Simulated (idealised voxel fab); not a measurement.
The following process module bears the name voxel quadruple lines.
The cross-section on display is named cut; it measures 275 nm wide, and its cells are 5 nm squares.
How to read a cross-section here: the picture is a grid of square cells, written as bands going from the top down, and any band can span one or more rows of cells.
Band: top and bottom heights (nm) first, top before bottom; then materials from left to right, widths in nm. "throughout" marks a sole material filling the band edge to edge. "air" denotes empty space.
Ref level 0: as-received wafer is one material below here. Bottom band extends down with no lower bound ("0..down").
The expression "30->40" gives the width at the extremes of the band, the first number at its top row of cells and the second at its bottom row, with the width changing by equal amounts from each row to the next in between.
Step marked "nothing got changed"? Then no cell in the cross-section changed in it.
Closed internal voids: empty space of 8 cells or more with no open way to the top, each as width x height at its distance from the left edge, in nm
Heads up: the bit after the settings on a step's line is the simulator's remark on that step.
For masked steps, "overlay nm" on the step line gives how far right of plan the mask actually lay; a minus sign means it lay to the left.

### The planned process steps are enumerated hereunder
1: RECEIVE, material Si
2: CONFORMAL_DEP, material SiO2, thk nm 10
3: DIRECTIONAL_DEP, material W, thk nm 10
4: DIRECTIONAL_DEP, material polySi, thk nm 15
5: DIRECTIONAL_DEP, material aC, thk nm 25
6: PATTERN, tone cover, mask id MANDREL, material resist, width nm 30, thk nm 35, overlay nm 0
7: DIRECTIONAL_ETCH, etch materials aC, depth nm 25
8: STRIP, etch materials resist
9: CONFORMAL_DEP, material SiO2, thk nm 10
10: DIRECTIONAL_ETCH, etch materials SiO2, depth nm 10
11: STRIP, etch materials aC
12: DIRECTIONAL_ETCH, etch materials polySi, depth nm 15
13: STRIP, etch materials SiO2
14: CONFORMAL_DEP, material SiCN, thk nm 10
15: DIRECTIONAL_ETCH, etch materials SiCN, depth nm 10
16: STRIP, etch materials polySi
17: DIRECTIONAL_ETCH, etch materials W, depth nm 10
18: STRIP, etch materials SiCN

### First of two wafers, with the run carried out as planned

### Received-state cross-section, reflecting completion of step 1
    0..down  Si throughout
    Closed internal voids: none

### You're looking at a cross-section of the wafer after step 2
    10..0  SiO2 throughout
    Unchanged below 0.

### You're looking at a cross-section of the wafer after step 3
    20..10  W throughout
    Unchanged below 10.

### You're looking at a cross-section of the wafer after step 4
    35..20  polySi throughout
    Unchanged below 20.

### You're looking at a cross-section of the wafer after step 5
    60..35  aC throughout
    Unchanged below 35.

### You're looking at a cross-section of the wafer after step 6
    95..60  air 120 | resist 30 | air 125
    Unchanged below 60.

### You're looking at a cross-section of the wafer after step 7
    70..60  air 120 | resist 30 | air 125
    60..35  air 120 | aC 30 | air 125
    Unchanged below 35.

### You're looking at a cross-section of the wafer after step 8
    60..35  air 120 | aC 30 | air 125
    Unchanged below 35.

### You're looking at a cross-section of the wafer after step 9
    70..60  air 110 | SiO2 50 | air 115
    60..45  air 110 | SiO2 10 | aC 30 | SiO2 10 | air 115
    45..35  SiO2 120 | aC 30 | SiO2 125
    Unchanged below 35.

### You're looking at a cross-section of the wafer after step 10
    60..35  air 110 | SiO2 10 | aC 30 | SiO2 10 | air 115
    Unchanged below 35.

### You're looking at a cross-section of the wafer after step 11
    60..35  air 110 | SiO2 10 | air 30 | SiO2 10 | air 115
    Unchanged below 35.

### You're looking at a cross-section of the wafer after step 12
    60..35  air 110 | SiO2 10 | air 30 | SiO2 10 | air 115
    35..20  air 110 | polySi 10 | air 30 | polySi 10 | air 115
    Unchanged below 20.

### You're looking at a cross-section of the wafer after step 13
    35..20  air 110 | polySi 10 | air 30 | polySi 10 | air 115
    Unchanged below 20.

### You're looking at a cross-section of the wafer after step 14
    45..35  air 100 | SiCN 30 | air 10 | SiCN 30 | air 105
    35..30  air 100 | SiCN 10 | polySi 10 | SiCN 10 | air 10 | SiCN 10 | polySi 10 | SiCN 10 | air 105
    30..20  SiCN 110 | polySi 10 | SiCN 30 | polySi 10 | SiCN 115
    Unchanged below 20.

### You're looking at a cross-section of the wafer after step 15
    35..20  air 100 | SiCN 10 | polySi 10 | SiCN 10 | air 10 | SiCN 10 | polySi 10 | SiCN 10 | air 105
    Unchanged below 20.

### You're looking at a cross-section of the wafer after step 16
    35..20  air 100 | SiCN 10 | air 10 | SiCN 10 | air 10 | SiCN 10 | air 10 | SiCN 10 | air 105
    Unchanged below 20.

### You're looking at a cross-section of the wafer after step 17
    35..20  air 100 | SiCN 10 | air 10 | SiCN 10 | air 10 | SiCN 10 | air 10 | SiCN 10 | air 105
    20..10  air 100 | W 10 | air 10 | W 10 | air 10 | W 10 | air 10 | W 10 | air 105
    Unchanged below 10.

### You're looking at a cross-section of the wafer after step 18
    20..10  air 100 | W 10 | air 10 | W 10 | air 10 | W 10 | air 10 | W 10 | air 105
    Unchanged below 10.

### It is to be noted that the second wafer proceeded from the same initial state and according to the same plan as the first, although one mistake was committed in its execution; through step 3, inclusive, the two wafers share an identical history

### The second wafer in cross-section, at the planned close of step 4
    45..20  aC throughout
    Unchanged below 20.

### The second wafer in cross-section, at the planned close of step 5
    60..45  polySi throughout
    Unchanged below 45.

### The second wafer in cross-section, at the planned close of step 6
    95..60  air 120 | resist 30 | air 125
    Unchanged below 60.

### The second wafer in cross-section, at the planned close of step 7
    70..60  air 120 | resist 30 | air 125
    Unchanged below 60.

### The second wafer in cross-section, at the planned close of step 8
    60..45  polySi throughout
    Unchanged below 45.

### The second wafer in cross-section, at the planned close of step 9
    70..60  SiO2 throughout
    Unchanged below 60.

### The second wafer in cross-section, at the planned close of step 10
    60..45  polySi throughout
    Unchanged below 45.

The second wafer in cross-section, at the planned close of step 11: nothing got changed

### The second wafer in cross-section, at the planned close of step 12
    45..20  aC throughout
    Unchanged below 20.

The second wafer in cross-section, at the planned close of step 13: nothing got changed

### The second wafer in cross-section, at the planned close of step 14
    55..45  SiCN throughout
    Unchanged below 45.

### The second wafer in cross-section, at the planned close of step 15
    45..20  aC throughout
    Unchanged below 20.

The second wafer in cross-section, at the planned close of step 16: nothing got changed

The second wafer in cross-section, at the planned close of step 17: nothing got changed

The second wafer in cross-section, at the planned close of step 18: nothing got changed
Short version of what went wrong: step 4 ran in the slot meant for step 5, and vice versa
Per the end-of-run cell counts, the second wafer holds more or fewer of some materials than the first: W: 94 more | aC: 275 more
